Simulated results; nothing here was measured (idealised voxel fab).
process module | voxel self aligned contacts
cross-section cut | 210 nm wide | cells 5 nm
A cross-section is a grid of square cells, given in bands from the top down. A band is one or more rows of cells.
Each band's line starts with the height of the band's top and of its bottom, in nm. Then come its materials from left to right, each with its width in nm. One material with "throughout" fills the band from edge to edge. "air" is empty space.
Height 0 is the level under which the wafer as received is all one material. The lowest band goes on downwards, as in "0 down".
A width such as "30 to 40" changes by the same amount from each row of cells to the next, from the band's top row to its bottom row.
"no change" after a step means that no cell of the cross-section changed.
closed voids: empty space of 8 cells or more with no open way to the top, each as width x height at its distance from the left edge, in nm
after a step's settings: what the simulator itself notes on the step
overlay nm, on a step with a mask: how far to the right of its planned place the mask lay; to the left if negative
plan
1 op RECEIVE | material Si
2 op CONFORMAL_DEP | material SiO2 | thk nm 5
3 op DIRECTIONAL_DEP | material polySi | thk nm 20
4 op DIRECTIONAL_DEP | material SiN | thk nm 25
5 op PATTERN | tone cover | mask id GATE | material resist | width nm 25 | pitch nm 65 | thk nm 20 | overlay nm 0
6 op DIRECTIONAL_ETCH | etch materials SiN | depth nm 15
7 op DIRECTIONAL_ETCH | etch materials polySi | depth nm 20
8 op STRIP | etch materials resist
9 op CONFORMAL_DEP | material SiN | thk nm 10
10 op DIRECTIONAL_ETCH | etch materials SiN | depth nm 10
11 op FILL_DEP | material SiO2 | thk nm 15
12 op CMP | height nm 60
13 op PATTERN | tone open | mask id CONTACT | material resist | width nm 50 | thk nm 20 | overlay nm 0
14 op DIRECTIONAL_ETCH | etch materials SiO2 | depth nm 60
15 op STRIP | etch materials resist
16 op CONFORMAL_DEP | material TiN | thk nm 5
17 op FILL_DEP | material W | thk nm 10
18 op CMP | height nm 60
19 op CONFORMAL_DEP | material SiCN | thk nm 5
varied across the wafers: depth nm of step 6. The plan shows the first wafer's value. All wafers start alike
first wafer as received, after step 1
  0 down: Si throughout
  closed voids: none
each wafer at the end: cells of each material gained (+) or lost (-) since it was received, then its closed voids
depth nm 15 | +42 SiCN | +138 SiN | +166 SiO2 | +18 TiN | +14 W | +168 polySi | closed voids: none
depth nm 20 | +42 SiCN | +114 SiN | +186 SiO2 | +20 TiN | +16 W | +168 polySi | closed voids: none
depth nm 25 | +42 SiCN | +122 SiN | +282 SiO2 | +32 TiN | +28 W | +40 polySi | closed voids: none
depth nm 30 | +42 SiCN | +122 SiN | +282 SiO2 | +32 TiN | +28 W | +40 polySi | closed voids: none
depth nm 35 | +42 SiCN | +122 SiN | +282 SiO2 | +32 TiN | +28 W | +40 polySi | closed voids: none
depth nm 40 | +42 SiCN | +122 SiN | +282 SiO2 | +32 TiN | +28 W | +40 polySi | closed voids: none
